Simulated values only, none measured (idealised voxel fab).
process module | voxel tone inversion
cross-section cut | 275 nm wide | cells 5 nm
A cross-section is a grid of square cells, given in bands from the top down. A band is one or more rows of cells.
Each band's line starts with the height of the band's top and of its bottom, in nm. Then come its materials from left to right, each with its width in nm. One material with "throughout" fills the band from edge to edge. "air" is empty space.
Height 0 is the level under which the wafer as received is all one material. The lowest band goes on downwards, as in "0 down".
A width such as "30 to 40" changes by the same amount from each row of cells to the next, from the band's top row to its bottom row.
"no change" after a step means that no cell of the cross-section changed.
closed voids: empty space of 8 cells or more with no open way to the top, each as width x height at its distance from the left edge, in nm
after a step's settings: what the simulator itself notes on the step
overlay nm, on a step with a mask: how far to the right of its planned place the mask lay; to the left if negative
plan
1 op RECEIVE | material Si
2 op CONFORMAL_DEP | material SiCN | thk nm 10
3 op DIRECTIONAL_DEP | material polySi | thk nm 15
4 op PATTERN | tone cover | mask id POSTS | material resist | width nm 20 | pitch nm 40 | thk nm 25 | overlay nm 0
5 op DIRECTIONAL_ETCH | etch materials polySi | depth nm 15
6 op STRIP | etch materials resist
7 op FILL_DEP | material lowk | thk nm 10
8 op CMP | height nm 25
9 op STRIP | etch materials polySi
10 op CONFORMAL_DEP | material TiN | thk nm 5
11 op FILL_DEP | material Ru | thk nm 10
12 op CMP | height nm 25
13 op CONFORMAL_DEP | material SiN | thk nm 5
as received, after step 1
  0 down: Si throughout
  closed voids: none
a wafer at the end: this start, this plan, one mistake
  30 to 25: SiN throughout
  25 to 15: Ru 65 | TiN 5 | Ru 10 | TiN 5 | Ru 20 | TiN 5 | Ru 10 | TiN 5 | Ru 20 | TiN 5 | Ru 10 | TiN 5 | Ru 20 | TiN 5 | Ru 10 | TiN 5 | Ru 70
  15 to 10: Ru 65 | TiN 20 | Ru 20 | TiN 20 | Ru 20 | TiN 20 | Ru 20 | TiN 20 | Ru 70
  10 to 0: SiCN throughout
  0 down: Si throughout
  closed voids: none
what went wrong: step 7 ran as: op FILL_DEP | material Ru | thk nm 10
